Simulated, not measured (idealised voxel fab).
process module | voxel transistor to metal
cross-section cut | 245 nm wide | cells 5 nm
A cross-section is a grid of square cells, given in bands from the top down. A band is one or more rows of cells.
Each band's line starts with the height of the band's top and of its bottom, in nm. Then come its materials from left to right, each with its width in nm. One material with "throughout" fills the band from edge to edge. "air" is empty space.
Height 0 is the level under which the wafer as received is all one material. The lowest band goes on downwards, as in "0 down".
A width such as "30 to 40" changes by the same amount from each row of cells to the next, from the band's top row to its bottom row.
"no change" after a step means that no cell of the cross-section changed.
closed voids: empty space of 8 cells or more with no open way to the top, each as width x height at its distance from the left edge, in nm
after a step's settings: what the simulator itself notes on the step
overlay nm, on a step with a mask: how far to the right of its planned place the mask lay; to the left if negative
plan
1 op RECEIVE | material Si
2 op OXIDIZE | depth nm 5
3 op CONFORMAL_DEP | material SiN | thk nm 10
4 op MASKED_ETCH | tone cover | mask id ACTIVE | width nm 95 | pitch nm 115 | etch materials SiN | depth nm 10 | overlay nm 0
5 op MASKED_ETCH | tone cover | mask id ACTIVE | width nm 95 | pitch nm 115 | etch materials SiO2 | depth nm 5 | overlay nm 0
6 op MASKED_ETCH | tone cover | mask id ACTIVE | width nm 95 | pitch nm 115 | etch materials Si | depth nm 35 | overlay nm 0
7 op OXIDIZE | depth nm 5
8 op FILL_DEP | material SiO2 | thk nm 10
9 op CMP | height nm 10
10 op SELECTIVE_ETCH | etch materials SiO2 | depth nm 10
11 op STRIP | etch materials SiN
12 op SELECTIVE_ETCH | etch materials SiO2 | depth nm 5
13 op OXIDIZE | depth nm 5
14 op DIRECTIONAL_DEP | material polySi | thk nm 30
15 op DIRECTIONAL_DEP | material SiCN | thk nm 15
16 op MASKED_ETCH | tone cover | mask id GATE | width nm 25 | pitch nm 115 | etch materials SiCN | depth nm 25 | overlay nm 0
17 op MASKED_ETCH | tone cover | mask id GATE | width nm 25 | pitch nm 115 | etch materials polySi | depth nm 40 | overlay nm 0
18 op CONFORMAL_DEP | material SiN | thk nm 10
19 op DIRECTIONAL_ETCH | etch materials SiN | depth nm 10
20 op DIRECTIONAL_ETCH | etch materials SiO2 | depth nm 5
21 op DIRECTIONAL_ETCH | etch materials Si | depth nm 10
22 op EPI | material SiGe | thk nm 10
23 op FILL_DEP | material SiO2 | thk nm 5
24 op CMP | height nm 25
25 op STRIP | etch materials polySi
26 op SELECTIVE_ETCH | etch materials SiO2 | depth nm 5
27 op CONFORMAL_DEP | material HfO2 | thk nm 5
28 op CONFORMAL_DEP | material TiN | thk nm 5
29 op FILL_DEP | material W | thk nm 10
30 op CMP | height nm 20
31 op DIRECTIONAL_DEP | material SiO2 | thk nm 15
32 op DIRECTIONAL_DEP | material aC | thk nm 10
33 op PATTERN | tone open | mask id CONTACT | material resist | width nm 15 | thk nm 30 | overlay nm 0
34 op DIRECTIONAL_ETCH | etch materials aC | depth nm 10
35 op STRIP | etch materials resist
36 op DIRECTIONAL_ETCH | etch materials SiO2 | depth nm 45
37 op STRIP | etch materials aC
38 op CONFORMAL_DEP | material TiN | thk nm 5
39 op FILL_DEP | material W | thk nm 5
40 op CMP | height nm 35
41 op CONFORMAL_DEP | material SiCN | thk nm 5
42 op DIRECTIONAL_DEP | material lowk | thk nm 25
43 op DIRECTIONAL_DEP | material aC | thk nm 15
44 op PATTERN | tone open | mask id METAL_1 | material resist | width nm 15 | thk nm 35 | overlay nm 0
45 op DIRECTIONAL_ETCH | etch materials aC | depth nm 15
46 op STRIP | etch materials resist
47 op DIRECTIONAL_ETCH | etch materials lowk | depth nm 25
48 op DIRECTIONAL_ETCH | etch materials SiCN | depth nm 5
49 op STRIP | etch materials aC
50 op CONFORMAL_DEP | material TiN | thk nm 5
51 op FILL_DEP | material Cu | thk nm 10
52 op CMP | height nm 65
53 op CONFORMAL_DEP | material SiCN | thk nm 5
54 op DIRECTIONAL_DEP | material SiO2 | thk nm 25
55 op DIRECTIONAL_DEP | material aC | thk nm 10
56 op PATTERN | tone open | mask id METAL_2 | material resist | width nm 15 | pitch nm 115 | thk nm 25 | overlay nm -5
57 op DIRECTIONAL_ETCH | etch materials aC | depth nm 10
58 op STRIP | etch materials resist
59 op DIRECTIONAL_ETCH | etch materials SiO2 | depth nm 15
60 op STRIP | etch materials aC
61 op DIRECTIONAL_DEP | material aC | thk nm 15
62 op PATTERN | tone open | mask id METAL_2_HOLES | material resist | width nm 15 | pitch nm 115 | thk nm 35 | overlay nm 0
63 op DIRECTIONAL_ETCH | etch materials aC | depth nm 15
64 op STRIP | etch materials resist
65 op DIRECTIONAL_ETCH | etch materials SiO2 | depth nm 10
66 op DIRECTIONAL_ETCH | etch materials SiCN | depth nm 5
67 op STRIP | etch materials aC
68 op CONFORMAL_DEP | material TiN | thk nm 5
69 op FILL_DEP | material Cu | thk nm 10
70 op CMP | height nm 95
71 op CONFORMAL_DEP | material SiN | thk nm 5
varied across the wafers: overlay nm of step 56. The plan shows the first wafer's value. All wafers start alike
first wafer as received, after step 1
  0 down: Si throughout
  closed voids: none
each wafer at the end: cells of each material gained (+) or lost (-) since it was received, then its closed voids
overlay nm -5 | +26 Cu | +34 HfO2 | -235 Si | +82 SiCN | +48 SiGe | +89 SiN | +541 SiO2 | +178 TiN | +32 W | +185 lowk | closed voids: none
overlay nm 0 | +30 Cu | +34 HfO2 | -235 Si | +80 SiCN | +48 SiGe | +89 SiN | +541 SiO2 | +176 TiN | +32 W | +185 lowk | closed voids: none
overlay nm 5 | +26 Cu | +34 HfO2 | -235 Si | +82 SiCN | +48 SiGe | +89 SiN | +541 SiO2 | +178 TiN | +32 W | +185 lowk | closed voids: none
overlay nm 10 | +28 Cu | +34 HfO2 | -235 Si | +84 SiCN | +48 SiGe | +89 SiN | +541 SiO2 | +174 TiN | +32 W | +185 lowk | closed voids: none
overlay nm 15 | +30 Cu | +34 HfO2 | -235 Si | +86 SiCN | +48 SiGe | +89 SiN | +541 SiO2 | +170 TiN | +32 W | +185 lowk | closed voids: none
